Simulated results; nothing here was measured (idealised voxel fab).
process module | voxel self aligned vias
cross-section cut | 220 nm wide | cells 5 nm
A cross-section is a grid of square cells, given in bands from the top down. A band is one or more rows of cells.
Each band's line starts with the height of the band's top and of its bottom, in nm. Then come its materials from left to right, each with its width in nm. One material with "throughout" fills the band from edge to edge. "air" is empty space.
Height 0 is the level under which the wafer as received is all one material. The lowest band goes on downwards, as in "0 down".
A width such as "30 to 40" changes by the same amount from each row of cells to the next, from the band's top row to its bottom row.
"no change" after a step means that no cell of the cross-section changed.
closed voids: empty space of 8 cells or more with no open way to the top, each as width x height at its distance from the left edge, in nm
after a step's settings: what the simulator itself notes on the step
overlay nm, on a step with a mask: how far to the right of its planned place the mask lay; to the left if negative
plan
1 op RECEIVE | material Si
2 op CONFORMAL_DEP | material SiO2 | thk nm 15
3 op CONFORMAL_DEP | material SiCN | thk nm 5
4 op DIRECTIONAL_DEP | material lowk | thk nm 30
5 op DIRECTIONAL_DEP | material aC | thk nm 15
6 op PATTERN | tone open | mask id LINES | material resist | width nm 20 | pitch nm 65 | thk nm 35 | overlay nm 0
7 op DIRECTIONAL_ETCH | etch materials aC | depth nm 15
8 op STRIP | etch materials resist
9 op DIRECTIONAL_ETCH | etch materials lowk | depth nm 30
10 op STRIP | etch materials aC
11 op CONFORMAL_DEP | material TiN | thk nm 5
12 op FILL_DEP | material W | thk nm 5
13 op CMP | height nm 50
14 op SELECTIVE_ETCH | etch materials W Ru TiN | depth nm 5
15 op FILL_DEP | material SiN | thk nm 5
16 op CMP | height nm 50
17 op DIRECTIONAL_DEP | material lowk | thk nm 15
18 op MASKED_ETCH | tone open | mask id VIAS | width nm 40 | pitch nm 65 | etch materials lowk | depth nm 15 | overlay nm 0
19 op MASKED_ETCH | tone open | mask id VIAS | width nm 40 | pitch nm 65 | etch materials SiN | depth nm 5 | overlay nm 0
20 op CONFORMAL_DEP | material TiN | thk nm 5
21 op FILL_DEP | material Cu | thk nm 5
22 op CMP | height nm 65
23 op CONFORMAL_DEP | material SiN | thk nm 5
as received, after step 1
  0 down: Si throughout
  closed voids: none
first wafer at the end, as planned
  70 to 65: SiN throughout
  65 to 55: lowk 55 | TiN 5 | Cu 30 | TiN 5 | lowk 25 | TiN 5 | Cu 30 | TiN 5 | lowk 60
  55 to 50: lowk 55 | TiN 15 | Cu 10 | TiN 15 | lowk 25 | TiN 15 | Cu 10 | TiN 15 | lowk 60
  50 to 45: lowk 65 | TiN 20 | lowk 45 | TiN 20 | lowk 70
  45 to 25: lowk 65 | TiN 5 | W 10 | TiN 5 | lowk 45 | TiN 5 | W 10 | TiN 5 | lowk 70
  25 to 20: lowk 65 | TiN 20 | lowk 45 | TiN 20 | lowk 70
  20 to 15: SiCN throughout
  15 to 0: SiO2 throughout
  0 down: Si throughout
  closed voids: none
second wafer at the end: like start, like plan, one mistake
  70 to 65: SiN throughout
  65 to 50: lowk 55 | TiN 5 | Cu 30 | TiN 5 | lowk 25 | TiN 5 | Cu 30 | TiN 5 | lowk 60
  50 to 45: SiN 55 | TiN 40 | SiN 25 | TiN 40 | SiN 60
  45 to 20: lowk 65 | TiN 5 | W 10 | TiN 5 | lowk 45 | TiN 5 | W 10 | TiN 5 | lowk 70
  20 to 15: lowk 65 | TiN 20 | lowk 45 | TiN 20 | lowk 70
  15 to 0: SiO2 throughout
  0 down: Si throughout
  closed voids: none
what went wrong: step 3 was left out
at the end the second wafer has, in cells: 8 more of Cu | 44 fewer of SiCN | 28 more of SiN | 4 more of TiN | 4 more of W
